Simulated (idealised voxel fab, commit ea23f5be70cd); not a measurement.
process module | voxel capacitor over wiring
cross-section cut | 235 nm wide | cells 5 nm
A cross-section is a grid of square cells, given in bands from the top down. A band is one or more rows of cells.
Each band's line starts with the height of the band's top and of its bottom, in nm. Then come its materials from left to right, each with its width in nm. One material with "throughout" fills the band from edge to edge. "air" is empty space.
Height 0 is the level under which the wafer as received is all one material. The lowest band goes on downwards, as in "0 down".
A width such as "30 to 40" changes by the same amount from each row of cells to the next, from the band's top row to its bottom row.
"no change" after a step means that no cell of the cross-section changed.
closed voids: empty space of 8 cells or more with no open way to the top, each as width x height at its distance from the left edge, in nm
after a step's settings: what the simulator itself notes on the step
overlay nm, on a step with a mask: how far to the right of its planned place the mask lay; to the left if negative
plan
1 op RECEIVE | material Si
2 op CONFORMAL_DEP | material SiO2 | thk nm 10
3 op CONFORMAL_DEP | material SiCN | thk nm 5
4 op DIRECTIONAL_DEP | material lowk | thk nm 15
5 op MASKED_ETCH | tone open | mask id METAL_1 | width nm 25 | pitch nm 90 | etch materials lowk | depth nm 15 | overlay nm 0
6 op MASKED_ETCH | tone open | mask id METAL_1 | width nm 25 | pitch nm 90 | etch materials SiCN | depth nm 5 | overlay nm 0
7 op CONFORMAL_DEP | material TiN | thk nm 5
8 op FILL_DEP | material Ru | thk nm 5
9 op CMP | height nm 30
10 op CONFORMAL_DEP | material SiCN | thk nm 5
11 op DIRECTIONAL_DEP | material SiO2 | thk nm 10
12 op DIRECTIONAL_DEP | material aC | thk nm 10
13 op PATTERN | tone open | mask id PLUG_1 | material resist | width nm 15 | thk nm 25 | overlay nm 0
14 op DIRECTIONAL_ETCH | etch materials aC | depth nm 10
15 op STRIP | etch materials resist
16 op DIRECTIONAL_ETCH | etch materials SiO2 | depth nm 10
17 op DIRECTIONAL_ETCH | etch materials SiCN | depth nm 5
18 op STRIP | etch materials aC
19 op EPI | material Ru | thk nm 10
20 op EPI | material Ru | thk nm 5
21 op DIRECTIONAL_DEP | material TiN | thk nm 10
22 op DIRECTIONAL_DEP | material Al2O3 | thk nm 5
23 op DIRECTIONAL_DEP | material TiN | thk nm 5
24 op MASKED_ETCH | tone cover | mask id UPPER_PLATE | width nm 70 | etch materials TiN | depth nm 5 | overlay nm 0
25 op MASKED_ETCH | tone cover | mask id UPPER_PLATE | width nm 70 | etch materials Al2O3 | depth nm 5 | overlay nm 0
26 op MASKED_ETCH | tone cover | mask id LOWER_PLATE | width nm 80 | etch materials TiN | depth nm 10 | overlay nm 0
27 op FILL_DEP | material SiO2 | thk nm 20
28 op CMP | height nm 80
29 op MASKED_ETCH | tone open | mask id PLUG_2 | width nm 15 | etch materials SiO2 | depth nm 15 | overlay nm 0
30 op CONFORMAL_DEP | material TiN | thk nm 5
31 op FILL_DEP | material W | thk nm 10
32 op CMP | height nm 80
33 op CONFORMAL_DEP | material SiN | thk nm 5
first wafer, as planned
as received, after step 1
  0 down: Si throughout
  closed voids: none
after step 2
  10 to 0: SiO2 throughout
  below 0: unchanged
after step 3
  15 to 10: SiCN throughout
  below 10: unchanged
after step 4
  30 to 15: lowk throughout
  below 15: unchanged
after step 5
  30 to 15: lowk 60 | air 25 | lowk 65 | air 25 | lowk 60
  below 15: unchanged
after step 6
  30 to 15: lowk 60 | air 25 | lowk 65 | air 25 | lowk 60
  15 to 10: SiCN 60 | air 25 | SiCN 65 | air 25 | SiCN 60
  below 10: unchanged
after step 7
  35 to 30: TiN 65 | air 15 | TiN 75 | air 15 | TiN 65
  30 to 15: lowk 60 | TiN 5 | air 15 | TiN 5 | lowk 65 | TiN 5 | air 15 | TiN 5 | lowk 60
  15 to 10: SiCN 60 | TiN 25 | SiCN 65 | TiN 25 | SiCN 60
  below 10: unchanged
after step 8
  40 to 35: Ru throughout
  35 to 30: TiN 65 | Ru 15 | TiN 75 | Ru 15 | TiN 65
  30 to 15: lowk 60 | TiN 5 | Ru 15 | TiN 5 | lowk 65 | TiN 5 | Ru 15 | TiN 5 | lowk 60
  below 15: unchanged
after step 9
  30 to 15: lowk 60 | TiN 5 | Ru 15 | TiN 5 | lowk 65 | TiN 5 | Ru 15 | TiN 5 | lowk 60
  below 15: unchanged
after step 10
  35 to 30: SiCN throughout
  below 30: unchanged
after step 11
  45 to 35: SiO2 throughout
  below 35: unchanged
after step 12
  55 to 45: aC throughout
  below 45: unchanged
after step 13
  80 to 55: resist 70 | air 15 | resist 150
  below 55: unchanged
after step 14
  70 to 55: resist 70 | air 15 | resist 150
  55 to 45: aC 70 | air 15 | aC 150
  below 45: unchanged
after step 15
  55 to 45: aC 70 | air 15 | aC 150
  below 45: unchanged
after step 16
  55 to 45: aC 70 | air 15 | aC 150
  45 to 35: SiO2 70 | air 15 | SiO2 150
  below 35: unchanged
after step 17
  55 to 45: aC 70 | air 15 | aC 150
  45 to 35: SiO2 70 | air 15 | SiO2 150
  35 to 30: SiCN 70 | air 15 | SiCN 150
  below 30: unchanged
after step 18
  45 to 35: SiO2 70 | air 15 | SiO2 150
  below 35: unchanged
after step 19
  45 to 40: SiO2 70 | air 15 | SiO2 150
  40 to 35: SiO2 70 | Ru 15 | SiO2 150
  35 to 30: SiCN 70 | Ru 15 | SiCN 150
  below 30: unchanged
after step 20
  45 to 35: SiO2 70 | Ru 15 | SiO2 150
  below 35: unchanged
after step 21
  55 to 45: TiN throughout
  below 45: unchanged
after step 22
  60 to 55: Al2O3 throughout
  below 55: unchanged
after step 23
  65 to 60: TiN throughout
  below 60: unchanged
after step 24
  65 to 60: air 70 | TiN 70 | air 95
  below 60: unchanged
after step 25
  65 to 60: air 70 | TiN 70 | air 95
  60 to 55: air 70 | Al2O3 70 | air 95
  below 55: unchanged
after step 26
  65 to 60: air 70 | TiN 70 | air 95
  60 to 55: air 70 | Al2O3 70 | air 95
  55 to 45: air 65 | TiN 80 | air 90
  below 45: unchanged
after step 27
  85 to 65: SiO2 throughout
  65 to 60: SiO2 70 | TiN 70 | SiO2 95
  60 to 55: SiO2 70 | Al2O3 70 | SiO2 95
  55 to 45: SiO2 65 | TiN 80 | SiO2 90
  below 45: unchanged
after step 28
  80 to 65: SiO2 throughout
  below 65: unchanged
after step 29
  80 to 65: SiO2 80 | air 15 | SiO2 140
  below 65: unchanged
after step 30
  85 to 80: TiN 85 | air 5 | TiN 145
  80 to 70: SiO2 80 | TiN 5 | air 5 | TiN 5 | SiO2 140
  70 to 60: SiO2 80 to 70 | TiN 15 to 70 | SiO2 140 to 95
  below 60: unchanged
after step 31
  95 to 85: W throughout
  85 to 80: TiN 85 | W 5 | TiN 145
  80 to 70: SiO2 80 | TiN 5 | W 5 | TiN 5 | SiO2 140
  below 70: unchanged
after step 32
  80 to 70: SiO2 80 | TiN 5 | W 5 | TiN 5 | SiO2 140
  below 70: unchanged
after step 33
  85 to 80: SiN throughout
  below 80: unchanged
second wafer: like start, like plan, one mistake. Through step 25 it matches the first wafer
when step 26 should have ended
  65 to 60: air 70 | TiN 70 | air 95
  60 to 55: air 70 | Al2O3 70 | air 95
  55 to 45: air 60 | TiN 90 | air 85
  below 45: unchanged
when step 27 should have ended
  85 to 65: SiO2 throughout
  65 to 60: SiO2 70 | TiN 70 | SiO2 95
  60 to 55: SiO2 70 | Al2O3 70 | SiO2 95
  55 to 45: SiO2 60 | TiN 90 | SiO2 85
  below 45: unchanged
when step 28 should have ended
  80 to 65: SiO2 throughout
  below 65: unchanged
when step 29 should have ended
  80 to 65: SiO2 80 | air 15 | SiO2 140
  below 65: unchanged
when step 30 should have ended
  85 to 80: TiN 85 | air 5 | TiN 145
  80 to 70: SiO2 80 | TiN 5 | air 5 | TiN 5 | SiO2 140
  70 to 60: SiO2 80 to 70 | TiN 15 to 70 | SiO2 140 to 95
  below 60: unchanged
when step 31 should have ended
  95 to 85: W throughout
  85 to 80: TiN 85 | W 5 | TiN 145
  80 to 70: SiO2 80 | TiN 5 | W 5 | TiN 5 | SiO2 140
  below 70: unchanged
when step 32 should have ended
  80 to 70: SiO2 80 | TiN 5 | W 5 | TiN 5 | SiO2 140
  below 70: unchanged
when step 33 should have ended
  85 to 80: SiN throughout
  below 80: unchanged
what went wrong: step 26 ran as: op MASKED_ETCH | tone cover | mask id LOWER_PLATE | width nm 90 | etch materials TiN | depth nm 10 | overlay nm 0
at the end the second wafer has, in cells: 4 fewer of SiO2 | 4 more of TiN
